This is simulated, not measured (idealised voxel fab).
The following is a process module called voxel transistor to metal.
The cross-section shown here is cut; it is 300 nm wide and divided into square cells measuring 5 nm on a side.
Heads up, the way a cross-section reads in here is a grid of square cells, handed over as bands from the top down, with every band being one or more rows of cells.
First you get the band's top height and its bottom height, in nm, and then the materials it's made of, left to right, with each width in nm. If you see a single material with "full width", that one covers the band edge to edge. "empty" is empty space.
A quick word on heights: they are counted from 0, and under that level the wafer as it came to us is one material throughout. The lowest band is different from the rest in having no bottom; it simply continues downward, written as in "0 -> down".
Graded width ("30..40"): value in top row of band = first number; value in bottom row = second number; row-to-row change constant.
Reading "no modification" for a step: not a cell of the cross-section changed in it.
The list in "Enclosed void list" covers empty spaces of 8 cells or more that cannot reach the top through any open way, and it gives each as width x height at distance; the distance is from the left edge, and width, height and distance are in nm.
Text after the settings on a step's line: the simulator's own remark on that step.
overlay nm: step with mask; distance mask lay right of planned place; negative value = left of planned place.
**Set out below are the planned steps of the process**
| 1 | RECEIVE, material Si |
| 2 | CONFORMAL_DEP, material SiO2, thk nm 5 |
| 3 | CONFORMAL_DEP, material SiN, thk nm 10 |
| 4 | DIRECTIONAL_DEP, material aC, thk nm 15 |
| 5 | PATTERN, tone cover, mask id ACTIVE, material resist, width nm 105, pitch nm 135, thk nm 30, overlay nm 0 |
| 6 | DIRECTIONAL_ETCH, etch materials aC, depth nm 15 |
| 7 | STRIP, etch materials resist |
| 8 | DIRECTIONAL_ETCH, etch materials SiN, depth nm 10 |
| 9 | DIRECTIONAL_ETCH, etch materials SiO2, depth nm 5 |
| 10 | DIRECTIONAL_ETCH, etch materials Si, depth nm 35 |
| 11 | STRIP, etch materials aC |
| 12 | FILL_DEP, material SiO2, thk nm 15 |
| 13 | CMP, height nm 15 |
| 14 | SELECTIVE_ETCH, etch materials SiO2, depth nm 5 |
| 15 | STRIP, etch materials SiN |
| 16 | SELECTIVE_ETCH, etch materials SiO2, depth nm 5 |
| 17 | OXIDIZE, depth nm 5 |
| 18 | DIRECTIONAL_DEP, material polySi, thk nm 20 |
| 19 | DIRECTIONAL_DEP, material SiCN, thk nm 15 |
| 20 | DIRECTIONAL_DEP, material aC, thk nm 15 |
| 21 | PATTERN, tone cover, mask id GATE, material resist, width nm 25, pitch nm 135, thk nm 30, overlay nm 0 |
| 22 | DIRECTIONAL_ETCH, etch materials aC, depth nm 15 |
| 23 | STRIP, etch materials resist |
| 24 | DIRECTIONAL_ETCH, etch materials SiCN, depth nm 25 |
| 25 | DIRECTIONAL_ETCH, etch materials polySi, depth nm 30 |
| 26 | STRIP, etch materials aC |
| 27 | CONFORMAL_DEP, material SiO2, thk nm 5 |
| 28 | DIRECTIONAL_ETCH, etch materials SiO2, depth nm 5 |
| 29 | CONFORMAL_DEP, material SiN, thk nm 5 |
| 30 | DIRECTIONAL_ETCH, etch materials SiN, depth nm 5 |
| 31 | DIRECTIONAL_ETCH, etch materials SiO2, depth nm 5 |
| 32 | DIRECTIONAL_ETCH, etch materials Si, depth nm 15 |
| 33 | EPI, material nSi, thk nm 15 |
| 34 | FILL_DEP, material SiO2, thk nm 10 |
| 35 | CMP, height nm 35 |
| 36 | DIRECTIONAL_DEP, material SiO2, thk nm 15 |
| 37 | PATTERN, tone open, mask id CONTACT, material resist, width nm 20, thk nm 15, overlay nm 0 |
| 38 | DIRECTIONAL_ETCH, etch materials SiO2, depth nm 40 |
| 39 | STRIP, etch materials resist |
| 40 | CONFORMAL_DEP, material TiN, thk nm 5 |
| 41 | FILL_DEP, material W, thk nm 5 |
| 42 | CMP, height nm 50 |
| 43 | CONFORMAL_DEP, material SiCN, thk nm 5 |
| 44 | DIRECTIONAL_DEP, material SiO2, thk nm 25 |
| 45 | PATTERN, tone open, mask id METAL_1, material resist, width nm 20, thk nm 15, overlay nm 0 |
| 46 | DIRECTIONAL_ETCH, etch materials SiO2, depth nm 25 |
| 47 | DIRECTIONAL_ETCH, etch materials SiCN, depth nm 5 |
| 48 | STRIP, etch materials resist |
| 49 | CONFORMAL_DEP, material TiN, thk nm 5 |
| 50 | FILL_DEP, material W, thk nm 10 |
| 51 | CMP, height nm 80 |
| 52 | CONFORMAL_DEP, material SiCN, thk nm 5 |
**Wafer as received: cross-section following step 1**
0 -> down: Si full width
Enclosed void list: none
**End state of the module in cross-section, given the above starting point and plan and one mistake in execution**
85 -> 80: SiCN full width
80 -> 55: 30 of SiO2  5 of TiN  20 of W  5 of TiN  45 of SiO2  5 of TiN  20 of W  5 of TiN  30 of SiO2  5 of TiN  20 of W  5 of TiN  45 of SiO2  5 of TiN  20 of W  5 of TiN  30 of SiO2
55 -> 50: 30 of SiCN  30 of TiN  45 of SiCN  30 of TiN  30 of SiCN  30 of TiN  45 of SiCN  30 of TiN  30 of SiCN
50 -> 35: 35 of SiO2  5 of TiN  10 of W  5 of TiN  55 of SiO2  5 of TiN  10 of W  5 of TiN  40 of SiO2  5 of TiN  10 of W  5 of TiN  55 of SiO2  5 of TiN  10 of W  5 of TiN  35 of SiO2
35 -> 20: 35 of SiO2  5 of TiN  10 of W  5 of TiN  5 of SiO2  5 of SiN  5 of SiO2  25 of SiCN  5 of SiO2  5 of SiN  5 of SiO2  5 of TiN  10 of W  5 of TiN  40 of SiO2  5 of TiN  10 of W  5 of TiN  5 of SiO2  5 of SiN  5 of SiO2  25 of SiCN  5 of SiO2  5 of SiN  5 of SiO2  5 of TiN  10 of W  5 of TiN  35 of SiO2
20 -> 15: 35 of SiO2  5 of TiN  10 of W  5 of TiN  5 of SiO2  5 of SiN  5 of SiO2  25 of polySi  5 of SiO2  5 of SiN  5 of SiO2  5 of TiN  10 of W  5 of TiN  40 of SiO2  5 of TiN  10 of W  5 of TiN  5 of SiO2  5 of SiN  5 of SiO2  25 of polySi  5 of SiO2  5 of SiN  5 of SiO2  5 of TiN  10 of W  5 of TiN  35 of SiO2
15 -> 10: 35 of SiO2  20 of TiN  5 of SiO2  5 of SiN  5 of SiO2  25 of polySi  5 of SiO2  5 of SiN  5 of SiO2  20 of TiN  40 of SiO2  20 of TiN  5 of SiO2  5 of SiN  5 of SiO2  25 of polySi  5 of SiO2  5 of SiN  5 of SiO2  20 of TiN  35 of SiO2
10 -> 5: 30 of SiO2  30 of nSi  5 of SiN  5 of SiO2  25 of polySi  5 of SiO2  5 of SiN  30 of nSi  30 of SiO2  30 of nSi  5 of SiN  5 of SiO2  25 of polySi  5 of SiO2  5 of SiN  30 of nSi  30 of SiO2
5 -> 0: 30 of SiO2  5 of SiN  25 of nSi  5 of SiN  5 of SiO2  25 of polySi  5 of SiO2  5 of SiN  25 of nSi  5 of SiN  30 of SiO2  5 of SiN  25 of nSi  5 of SiN  5 of SiO2  25 of polySi  5 of SiO2  5 of SiN  25 of nSi  5 of SiN  30 of SiO2
0 -> -5: 35 of SiO2  25 of nSi  45 of SiO2  25 of nSi  40 of SiO2  25 of nSi  45 of SiO2  25 of nSi  35 of SiO2
-5 -> -20: 30 of SiO2  5 of Si  25 of nSi  45 of Si  25 of nSi  5 of Si  30 of SiO2  5 of Si  25 of nSi  45 of Si  25 of nSi  5 of Si  30 of SiO2
-20 -> -35: 30 of SiO2  105 of Si  30 of SiO2  105 of Si  30 of SiO2
-35 -> down: Si full width
Enclosed void list: none
Diagnosis: step 45, actual vs plan mismatch, actual run PATTERN, tone open, mask id METAL_1, material resist, width nm 30, thk nm 15, overlay nm 0
